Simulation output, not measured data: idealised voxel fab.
process module | voxel ribs on slabs
cross-section cut | 290 nm wide | cells 5 nm
A cross-section is a grid of square cells, given in bands from the top down. A band is one or more rows of cells.
Each band's line starts with the height of the band's top and of its bottom, in nm. Then come its materials from left to right, each with its width in nm. One material with "throughout" fills the band from edge to edge. "air" is empty space.
Height 0 is the level under which the wafer as received is all one material. The lowest band goes on downwards, as in "0 down".
A width such as "30 to 40" changes by the same amount from each row of cells to the next, from the band's top row to its bottom row.
"no change" after a step means that no cell of the cross-section changed.
closed voids: empty space of 8 cells or more with no open way to the top, each as width x height at its distance from the left edge, in nm
after a step's settings: what the simulator itself notes on the step
overlay nm, on a step with a mask: how far to the right of its planned place the mask lay; to the left if negative
plan
1 op RECEIVE | material Si
2 op DIRECTIONAL_DEP | material SiO2 | thk nm 20
3 op DIRECTIONAL_DEP | material polySi | thk nm 15
4 op MASKED_ETCH | tone cover | mask id RIB | width nm 20 | etch materials polySi | depth nm 10 | overlay nm 0
5 op MASKED_ETCH | tone cover | mask id SLAB | width nm 60 | etch materials polySi | depth nm 5 | overlay nm 0
6 op FILL_DEP | material SiO2 | thk nm 25
7 op CMP | height nm 55
8 op DIRECTIONAL_DEP | material TiN | thk nm 10
9 op DIRECTIONAL_DEP | material aC | thk nm 15
10 op PATTERN | tone cover | mask id HEATER | material resist | width nm 30 | thk nm 30 | overlay nm 0
11 op DIRECTIONAL_ETCH | etch materials aC | depth nm 15
12 op STRIP | etch materials resist
13 op DIRECTIONAL_ETCH | etch materials TiN | depth nm 10
14 op STRIP | etch materials aC
15 op CONFORMAL_DEP | material SiO2 | thk nm 5
first wafer, as planned
as received, after step 1
  0 down: Si throughout
  closed voids: none
after step 2
  20 to 0: SiO2 throughout
  below 0: unchanged
after step 3
  35 to 20: polySi throughout
  below 20: unchanged
after step 4
  35 to 25: air 135 | polySi 20 | air 135
  below 25: unchanged
after step 5
  35 to 25: air 135 | polySi 20 | air 135
  25 to 20: air 115 | polySi 60 | air 115
  below 20: unchanged
after step 6
  60 to 35: SiO2 throughout
  35 to 25: SiO2 135 | polySi 20 | SiO2 135
  25 to 20: SiO2 115 | polySi 60 | SiO2 115
  below 20: unchanged
after step 7
  55 to 35: SiO2 throughout
  below 35: unchanged
after step 8
  65 to 55: TiN throughout
  below 55: unchanged
after step 9
  80 to 65: aC throughout
  below 65: unchanged
after step 10
  110 to 80: air 130 | resist 30 | air 130
  below 80: unchanged
after step 11
  95 to 80: air 130 | resist 30 | air 130
  80 to 65: air 130 | aC 30 | air 130
  below 65: unchanged
after step 12
  80 to 65: air 130 | aC 30 | air 130
  below 65: unchanged
after step 13
  80 to 65: air 130 | aC 30 | air 130
  65 to 55: air 130 | TiN 30 | air 130
  below 55: unchanged
after step 14
  65 to 55: air 130 | TiN 30 | air 130
  below 55: unchanged
after step 15
  70 to 65: air 125 | SiO2 40 | air 125
  65 to 60: air 125 | SiO2 5 | TiN 30 | SiO2 5 | air 125
  60 to 55: SiO2 130 | TiN 30 | SiO2 130
  below 55: unchanged
second wafer: like start, like plan, one mistake. Through step 4 it matches the first wafer
when step 5 should have ended
  30 to 25: air 135 | polySi 20 | air 135
  25 to 20: polySi 115 | air 20 | polySi 20 | air 20 | polySi 115
  below 20: unchanged
when step 6 should have ended
  55 to 30: SiO2 throughout
  30 to 25: SiO2 135 | polySi 20 | SiO2 135
  25 to 20: polySi 115 | SiO2 20 | polySi 20 | SiO2 20 | polySi 115
  below 20: unchanged
when step 7 should have ended: no change
when step 8 should have ended
  65 to 55: TiN throughout
  below 55: unchanged
when step 9 should have ended
  80 to 65: aC throughout
  below 65: unchanged
when step 10 should have ended
  110 to 80: air 130 | resist 30 | air 130
  below 80: unchanged
when step 11 should have ended
  95 to 80: air 130 | resist 30 | air 130
  80 to 65: air 130 | aC 30 | air 130
  below 65: unchanged
when step 12 should have ended
  80 to 65: air 130 | aC 30 | air 130
  below 65: unchanged
when step 13 should have ended
  80 to 65: air 130 | aC 30 | air 130
  65 to 55: air 130 | TiN 30 | air 130
  below 55: unchanged
when step 14 should have ended
  65 to 55: air 130 | TiN 30 | air 130
  below 55: unchanged
when step 15 should have ended
  70 to 65: air 125 | SiO2 40 | air 125
  65 to 60: air 125 | SiO2 5 | TiN 30 | SiO2 5 | air 125
  60 to 55: SiO2 130 | TiN 30 | SiO2 130
  below 55: unchanged
what went wrong: step 5 ran as: op MASKED_ETCH | tone open | mask id SLAB | width nm 60 | etch materials polySi | depth nm 5 | overlay nm 0
at the end the second wafer has, in cells: 34 fewer of SiO2 | 34 more of polySi
